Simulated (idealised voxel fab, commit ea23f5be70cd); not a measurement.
Documented hereafter: the process module known as voxel transistor to metal.
Cross-section cut spans 175 nm and uses square cells 5 nm in size.
Cross-section = grid of square cells, listed top down in bands; band = one or more rows.
For a band, the entry starts with two heights in nm, that of the top and then that of the bottom, and carries on with the band's materials in order from left to right, each alongside its width in nm; the word "all across" beside a single material means it fills the band edge to edge, and "blank" means empty space.
Zero point of the height axis is 0; under it, received wafer = one material. Lowest band: continues down indefinitely, "0 -> down".
A width such as "30..40" changes by the same amount from each row of cells to the next, from the band's top row to its bottom row.
Any step labelled "no modification" changed none of the cells in the cross-section.
Each empty space that has no open way to the top and spans at least 8 cells appears under "Unvented internal voids" as width x height at distance, the distance counted from the left edge, all in nm.
Where a step's line continues beyond its settings, the continuation is a remark by the simulator itself on that step.
For masked steps, "overlay nm" on the step line gives how far right of plan the mask actually lay; a minus sign means it lay to the left.
# Set out below are the planned steps of the process
1,op RECEIVE | material Si
2,op CONFORMAL_DEP | material SiO2 | thk nm 5
3,op CONFORMAL_DEP | material SiN | thk nm 10
4,op DIRECTIONAL_DEP | material aC | thk nm 10
5,op PATTERN | tone cover | mask id ACTIVE | material resist | width nm 110 | thk nm 30 | overlay nm 0
6,op DIRECTIONAL_ETCH | etch materials aC | depth nm 10
7,op STRIP | etch materials resist
8,op DIRECTIONAL_ETCH | etch materials SiN | depth nm 10
9,op DIRECTIONAL_ETCH | etch materials SiO2 | depth nm 5
10,op DIRECTIONAL_ETCH | etch materials Si | depth nm 35
11,op STRIP | etch materials aC
12,op OXIDIZE | depth nm 5
13,op FILL_DEP | material SiO2 | thk nm 5
14,op CMP | height nm 15
15,op SELECTIVE_ETCH | etch materials SiO2 | depth nm 5
16,op STRIP | etch materials SiN
17,op SELECTIVE_ETCH | etch materials SiO2 | depth nm 5
18,op OXIDIZE | depth nm 5
19,op DIRECTIONAL_DEP | material polySi | thk nm 30
20,op DIRECTIONAL_DEP | material SiCN | thk nm 15
21,op DIRECTIONAL_DEP | material aC | thk nm 10
22,op PATTERN | tone cover | mask id GATE | material resist | width nm 20 | thk nm 25 | overlay nm 0
23,op DIRECTIONAL_ETCH | etch materials aC | depth nm 10
24,op STRIP | etch materials resist
25,op DIRECTIONAL_ETCH | etch materials SiCN | depth nm 25
26,op DIRECTIONAL_ETCH | etch materials polySi | depth nm 40
27,op STRIP | etch materials aC
28,op CONFORMAL_DEP | material SiO2 | thk nm 5
29,op DIRECTIONAL_ETCH | etch materials SiO2 | depth nm 5
30,op CONFORMAL_DEP | material SiN | thk nm 10
31,op DIRECTIONAL_ETCH | etch materials SiN | depth nm 10
32,op DIRECTIONAL_ETCH | etch materials SiO2 | depth nm 5
33,op DIRECTIONAL_ETCH | etch materials Si | depth nm 15
34,op EPI | material SiGe | thk nm 15
35,op FILL_DEP | material SiO2 | thk nm 10
36,op CMP | height nm 45
37,op DIRECTIONAL_DEP | material SiO2 | thk nm 10
38,op DIRECTIONAL_DEP | material aC | thk nm 15
39,op PATTERN | tone open | mask id CONTACT | material resist | width nm 30 | pitch nm 60 | thk nm 35 | overlay nm 0
40,op DIRECTIONAL_ETCH | etch materials aC | depth nm 15
41,op STRIP | etch materials resist
42,op DIRECTIONAL_ETCH | etch materials SiO2 | depth nm 45
43,op STRIP | etch materials aC
44,op CONFORMAL_DEP | material TiN | thk nm 5
45,op FILL_DEP | material W | thk nm 5
46,op CMP | height nm 55
47,op DIRECTIONAL_DEP | material TiN | thk nm 5
48,op DIRECTIONAL_DEP | material W | thk nm 25
49,op PATTERN | tone cover | mask id METAL_1 | material resist | width nm 20 | pitch nm 70 | thk nm 15 | overlay nm 0
50,op DIRECTIONAL_ETCH | etch materials W | depth nm 25
51,op DIRECTIONAL_ETCH | etch materials TiN | depth nm 5
52,op STRIP | etch materials resist
53,op CONFORMAL_DEP | material SiN | thk nm 5
54,op FILL_DEP | material lowk | thk nm 5
55,op CMP | height nm 85
56,op CONFORMAL_DEP | material SiCN | thk nm 5
57,op DIRECTIONAL_DEP | material lowk | thk nm 35
58,op MASKED_ETCH | tone open | mask id METAL_2 | width nm 20 | pitch nm 70 | etch materials lowk | depth nm 20 | overlay nm 0
59,op DIRECTIONAL_DEP | material aC | thk nm 15
60,op PATTERN | tone open | mask id METAL_2_HOLES | material resist | width nm 15 | pitch nm 70 | thk nm 35 | overlay nm 0
61,op DIRECTIONAL_ETCH | etch materials aC | depth nm 15
62,op STRIP | etch materials resist
63,op DIRECTIONAL_ETCH | etch materials lowk | depth nm 15
64,op DIRECTIONAL_ETCH | etch materials SiCN | depth nm 5
65,op STRIP | etch materials aC
66,op CONFORMAL_DEP | material TiN | thk nm 5
67,op FILL_DEP | material Ru | thk nm 5
68,op CMP | height nm 125
69,op CONFORMAL_DEP | material SiN | thk nm 5
# Wafer as received: cross-section following step 1
> 0 -> down | Si all across
> Unvented internal voids: none
# Run as planned - first of the two wafers cross-sectioned at the end of the module
> 130 -> 125 | SiN all across
> 125 -> 110 | 40 nm lowk; 5 nm TiN; 10 nm Ru; 5 nm TiN; 50 nm lowk; 5 nm TiN; 10 nm Ru; 5 nm TiN; 45 nm lowk
> 110 -> 105 | 40 nm lowk; 5 nm TiN; 5 nm Ru; 10 nm TiN; 50 nm lowk; 5 nm TiN; 5 nm Ru; 10 nm TiN; 45 nm lowk
> 105 -> 90 | 40 nm lowk; 5 nm TiN; 5 nm Ru; 5 nm TiN; 55 nm lowk; 5 nm TiN; 5 nm Ru; 5 nm TiN; 50 nm lowk
> 90 -> 85 | 40 nm SiCN; 15 nm TiN; 55 nm SiCN; 15 nm TiN; 50 nm SiCN
> 85 -> 60 | 35 nm lowk; 5 nm SiN; 20 nm W; 5 nm SiN; 40 nm lowk; 5 nm SiN; 20 nm W; 5 nm SiN; 40 nm lowk
> 60 -> 55 | 40 nm SiN; 20 nm TiN; 50 nm SiN; 20 nm TiN; 45 nm SiN
> 55 -> 45 | 40 nm SiO2; 5 nm TiN; 20..10 nm W; 5..15 nm TiN; 30 nm SiO2; 5..15 nm TiN; 20..10 nm W; 5 nm TiN; 45 nm SiO2
> 45 -> 30 | 40 nm SiO2; 5 nm TiN; 10 nm W; 5 nm TiN; 10 nm SiN; 5 nm SiO2; 20 nm SiCN; 5 nm SiO2; 10 nm SiN; 5 nm TiN; 10 nm W; 5 nm TiN; 45 nm SiO2
> 30 -> 15 | 40 nm SiO2; 5 nm TiN; 10 nm W; 5 nm TiN; 10 nm SiN; 5 nm SiO2; 20 nm polySi; 5 nm SiO2; 10 nm SiN; 5 nm TiN; 10 nm W; 5 nm TiN; 45 nm SiO2
> 15 -> 10 | 40 nm SiO2; 20 nm TiN; 10 nm SiN; 5 nm SiO2; 20 nm polySi; 5 nm SiO2; 10 nm SiN; 20 nm TiN; 45 nm SiO2
> 10 -> 5 | 35 nm SiO2; 25 nm SiGe; 10 nm SiN; 5 nm SiO2; 20 nm polySi; 5 nm SiO2; 10 nm SiN; 25 nm SiGe; 40 nm SiO2
> 5 -> 0 | 30 nm SiO2; 10 nm SiN; 20 nm SiGe; 10 nm SiN; 5 nm SiO2; 20 nm polySi; 5 nm SiO2; 10 nm SiN; 20 nm SiGe; 10 nm SiN; 35 nm SiO2
> 0 -> -5 | 40 nm SiO2; 20 nm SiGe; 50 nm SiO2; 20 nm SiGe; 45 nm SiO2
> -5 -> -20 | 35 nm SiO2; 5 nm Si; 20 nm SiGe; 50 nm Si; 20 nm SiGe; 5 nm Si; 40 nm SiO2
> -20 -> -40 | 35 nm SiO2; 100 nm Si; 40 nm SiO2
> -40 -> down | Si all across
> Unvented internal voids: none
# Second wafer cross-section at end of module - shared start and plan with the first, one mistake in the run
> 130 -> 125 | SiN all across
> 125 -> 115 | 40 nm lowk; 5 nm TiN; 15 nm Ru; 5 nm TiN; 45 nm lowk; 5 nm TiN; 15 nm Ru; 5 nm TiN; 40 nm lowk
> 115 -> 110 | 40 nm lowk; 10 nm TiN; 10 nm Ru; 5 nm TiN; 45 nm lowk; 10 nm TiN; 10 nm Ru; 5 nm TiN; 40 nm lowk
> 110 -> 105 | 45 nm lowk; 20 nm TiN; 50 nm lowk; 20 nm TiN; 40 nm lowk
> 105 -> 90 | 45 nm lowk; 10 nm TiN; 60 nm lowk; 10 nm TiN; 50 nm lowk
> 90 -> 85 | 45 nm SiCN; 10 nm TiN; 60 nm SiCN; 10 nm TiN; 50 nm SiCN
> 85 -> 60 | 35 nm lowk; 5 nm SiN; 20 nm W; 5 nm SiN; 40 nm lowk; 5 nm SiN; 20 nm W; 5 nm SiN; 40 nm lowk
> 60 -> 55 | 40 nm SiN; 20 nm TiN; 50 nm SiN; 20 nm TiN; 45 nm SiN
> 55 -> 45 | 40 nm SiO2; 5 nm TiN; 20..10 nm W; 5..15 nm TiN; 30 nm SiO2; 5..15 nm TiN; 20..10 nm W; 5 nm TiN; 45 nm SiO2
> 45 -> 30 | 40 nm SiO2; 5 nm TiN; 10 nm W; 5 nm TiN; 10 nm SiN; 5 nm SiO2; 20 nm SiCN; 5 nm SiO2; 10 nm SiN; 5 nm TiN; 10 nm W; 5 nm TiN; 45 nm SiO2
> 30 -> 15 | 40 nm SiO2; 5 nm TiN; 10 nm W; 5 nm TiN; 10 nm SiN; 5 nm SiO2; 20 nm polySi; 5 nm SiO2; 10 nm SiN; 5 nm TiN; 10 nm W; 5 nm TiN; 45 nm SiO2
> 15 -> 10 | 40 nm SiO2; 20 nm TiN; 10 nm SiN; 5 nm SiO2; 20 nm polySi; 5 nm SiO2; 10 nm SiN; 20 nm TiN; 45 nm SiO2
> 10 -> 5 | 35 nm SiO2; 25 nm SiGe; 10 nm SiN; 5 nm SiO2; 20 nm polySi; 5 nm SiO2; 10 nm SiN; 25 nm SiGe; 40 nm SiO2
> 5 -> 0 | 30 nm SiO2; 10 nm SiN; 20 nm SiGe; 10 nm SiN; 5 nm SiO2; 20 nm polySi; 5 nm SiO2; 10 nm SiN; 20 nm SiGe; 10 nm SiN; 35 nm SiO2
> 0 -> -5 | 40 nm SiO2; 20 nm SiGe; 50 nm SiO2; 20 nm SiGe; 45 nm SiO2
> -5 -> -20 | 35 nm SiO2; 5 nm Si; 20 nm SiGe; 50 nm Si; 20 nm SiGe; 5 nm Si; 40 nm SiO2
> -20 -> -40 | 35 nm SiO2; 100 nm Si; 40 nm SiO2
> -40 -> down | Si all across
> Unvented internal voids: none
Misprocessing identified: step 58 went in with a setting other than planned; the actual run was op MASKED_ETCH | tone open | mask id METAL_2 | width nm 20 | pitch nm 70 | etch materials lowk | depth nm 20 | overlay nm 5
Cell-count delta at end, second wafer over first, by material: Ru -4 | SiCN +2 | TiN +2
